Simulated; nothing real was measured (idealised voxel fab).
process module | voxel tone inversion
cross-section cut | 220 nm wide | cells 5 nm
A cross-section is a grid of square cells, given in bands from the top down. A band is one or more rows of cells.
Each band's line starts with the height of the band's top and of its bottom, in nm. Then come its materials from left to right, each with its width in nm. One material with "throughout" fills the band from edge to edge. "air" is empty space.
Height 0 is the level under which the wafer as received is all one material. The lowest band goes on downwards, as in "0 down".
A width such as "30 to 40" changes by the same amount from each row of cells to the next, from the band's top row to its bottom row.
"no change" after a step means that no cell of the cross-section changed.
closed voids: empty space of 8 cells or more with no open way to the top, each as width x height at its distance from the left edge, in nm
after a step's settings: what the simulator itself notes on the step
overlay nm, on a step with a mask: how far to the right of its planned place the mask lay; to the left if negative
plan
1 op RECEIVE | material Si
2 op CONFORMAL_DEP | material SiN | thk nm 5
3 op DIRECTIONAL_DEP | material polySi | thk nm 20
4 op PATTERN | tone cover | mask id POSTS | material resist | width nm 15 | pitch nm 45 | thk nm 25 | overlay nm 0
5 op DIRECTIONAL_ETCH | etch materials polySi | depth nm 20
6 op STRIP | etch materials resist
7 op FILL_DEP | material lowk | thk nm 10
8 op CMP | height nm 25
9 op STRIP | etch materials polySi
first wafer, as planned
as received, after step 1
  0 down: Si throughout
  closed voids: none
after step 2
  5 to 0: SiN throughout
  below 0: unchanged
after step 3
  25 to 5: polySi throughout
  below 5: unchanged
after step 4
  50 to 25: air 35 | resist 15 | air 30 | resist 15 | air 30 | resist 15 | air 30 | resist 15 | air 35
  below 25: unchanged
after step 5
  50 to 25: air 35 | resist 15 | air 30 | resist 15 | air 30 | resist 15 | air 30 | resist 15 | air 35
  25 to 5: air 35 | polySi 15 | air 30 | polySi 15 | air 30 | polySi 15 | air 30 | polySi 15 | air 35
  below 5: unchanged
after step 6
  25 to 5: air 35 | polySi 15 | air 30 | polySi 15 | air 30 | polySi 15 | air 30 | polySi 15 | air 35
  below 5: unchanged
after step 7
  35 to 25: lowk throughout
  25 to 5: lowk 35 | polySi 15 | lowk 30 | polySi 15 | lowk 30 | polySi 15 | lowk 30 | polySi 15 | lowk 35
  below 5: unchanged
after step 8
  25 to 5: lowk 35 | polySi 15 | lowk 30 | polySi 15 | lowk 30 | polySi 15 | lowk 30 | polySi 15 | lowk 35
  below 5: unchanged
after step 9
  25 to 5: lowk 35 | air 15 | lowk 30 | air 15 | lowk 30 | air 15 | lowk 30 | air 15 | lowk 35
  below 5: unchanged
second wafer: like start, like plan, one mistake. Through step 3 it matches the first wafer
when step 4 should have ended
  50 to 25: resist 35 | air 15 | resist 30 | air 15 | resist 30 | air 15 | resist 30 | air 15 | resist 35
  below 25: unchanged
when step 5 should have ended
  50 to 25: resist 35 | air 15 | resist 30 | air 15 | resist 30 | air 15 | resist 30 | air 15 | resist 35
  25 to 5: polySi 35 | air 15 | polySi 30 | air 15 | polySi 30 | air 15 | polySi 30 | air 15 | polySi 35
  below 5: unchanged
when step 6 should have ended
  25 to 5: polySi 35 | air 15 | polySi 30 | air 15 | polySi 30 | air 15 | polySi 30 | air 15 | polySi 35
  below 5: unchanged
when step 7 should have ended
  35 to 25: lowk throughout
  25 to 5: polySi 35 | lowk 15 | polySi 30 | lowk 15 | polySi 30 | lowk 15 | polySi 30 | lowk 15 | polySi 35
  below 5: unchanged
when step 8 should have ended
  25 to 5: polySi 35 | lowk 15 | polySi 30 | lowk 15 | polySi 30 | lowk 15 | polySi 30 | lowk 15 | polySi 35
  below 5: unchanged
when step 9 should have ended
  25 to 5: air 35 | lowk 15 | air 30 | lowk 15 | air 30 | lowk 15 | air 30 | lowk 15 | air 35
  below 5: unchanged
what went wrong: step 4 ran as: op PATTERN | tone open | mask id POSTS | material resist | width nm 15 | pitch nm 45 | thk nm 25 | overlay nm 0
at the end the second wafer has, in cells: 80 fewer of lowk
